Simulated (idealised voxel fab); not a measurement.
process module | voxel plated lines
cross-section cut | 165 nm wide | cells 5 nm
A cross-section is a grid of square cells, given in bands from the top down. A band is one or more rows of cells.
Each band's line starts with the height of the band's top and of its bottom, in nm. Then come its materials from left to right, each with its width in nm. One material with "throughout" fills the band from edge to edge. "air" is empty space.
Height 0 is the level under which the wafer as received is all one material. The lowest band goes on downwards, as in "0 down".
A width such as "30 to 40" changes by the same amount from each row of cells to the next, from the band's top row to its bottom row.
"no change" after a step means that no cell of the cross-section changed.
closed voids: empty space of 8 cells or more with no open way to the top, each as width x height at its distance from the left edge, in nm
after a step's settings: what the simulator itself notes on the step
overlay nm, on a step with a mask: how far to the right of its planned place the mask lay; to the left if negative
plan
1 op RECEIVE | material Si
2 op CONFORMAL_DEP | material Al2O3 | thk nm 10
3 op DIRECTIONAL_DEP | material TiN | thk nm 5
4 op PATTERN | tone open | mask id LINES | material resist | width nm 15 | pitch nm 40 | thk nm 35 | overlay nm -15
5 op EPI | material Ru | thk nm 5
6 op EPI | material Ru | thk nm 10
7 op EPI | material Ru | thk nm 10
8 op STRIP | etch materials resist
9 op DIRECTIONAL_ETCH | etch materials TiN | depth nm 5
10 op CONFORMAL_DEP | material SiO2 | thk nm 10
varied across the wafers: overlay nm of step 4. The plan shows the first wafer's value. All wafers start alike
first wafer as received, after step 1
  0 down: Si throughout
  closed voids: none
first wafer at the end, after step 10
  50 to 40: air 10 | SiO2 35 | air 5 | SiO2 35 | air 5 | SiO2 35 | air 40
  40 to 20: air 10 | SiO2 10 | Ru 15 | SiO2 10 | air 5 | SiO2 10 | Ru 15 | SiO2 10 | air 5 | SiO2 10 | Ru 15 | SiO2 10 | air 40
  20 to 15: SiO2 20 | Ru 15 | SiO2 25 | Ru 15 | SiO2 25 | Ru 15 | SiO2 50
  15 to 10: SiO2 20 | TiN 15 | SiO2 25 | TiN 15 | SiO2 25 | TiN 15 | SiO2 50
  10 to 0: Al2O3 throughout
  0 down: Si throughout
  closed voids: none
last wafer at the end
  50 to 40: air 40 | SiO2 35 | air 5 | SiO2 35 | air 5 | SiO2 35 | air 10
  40 to 20: air 40 | SiO2 10 | Ru 15 | SiO2 10 | air 5 | SiO2 10 | Ru 15 | SiO2 10 | air 5 | SiO2 10 | Ru 15 | SiO2 10 | air 10
  20 to 15: SiO2 50 | Ru 15 | SiO2 25 | Ru 15 | SiO2 25 | Ru 15 | SiO2 20
  15 to 10: SiO2 50 | TiN 15 | SiO2 25 | TiN 15 | SiO2 25 | TiN 15 | SiO2 20
  10 to 0: Al2O3 throughout
  0 down: Si throughout
  closed voids: none
each wafer at the end: cells of each material gained (+) or lost (-) since it was received, then its closed voids
overlay nm -15 | +66 Al2O3 | +45 Ru | +138 SiO2 | +9 TiN | closed voids: none
overlay nm -10 | +66 Al2O3 | +45 Ru | +138 SiO2 | +9 TiN | closed voids: none
overlay nm -5 | +66 Al2O3 | +45 Ru | +138 SiO2 | +9 TiN | closed voids: none
overlay nm 0 | +66 Al2O3 | +45 Ru | +138 SiO2 | +9 TiN | closed voids: none
overlay nm 5 | +66 Al2O3 | +45 Ru | +138 SiO2 | +9 TiN | closed voids: none
overlay nm 10 | +66 Al2O3 | +45 Ru | +138 SiO2 | +9 TiN | closed voids: none
overlay nm 15 | +66 Al2O3 | +45 Ru | +138 SiO2 | +9 TiN | closed voids: none
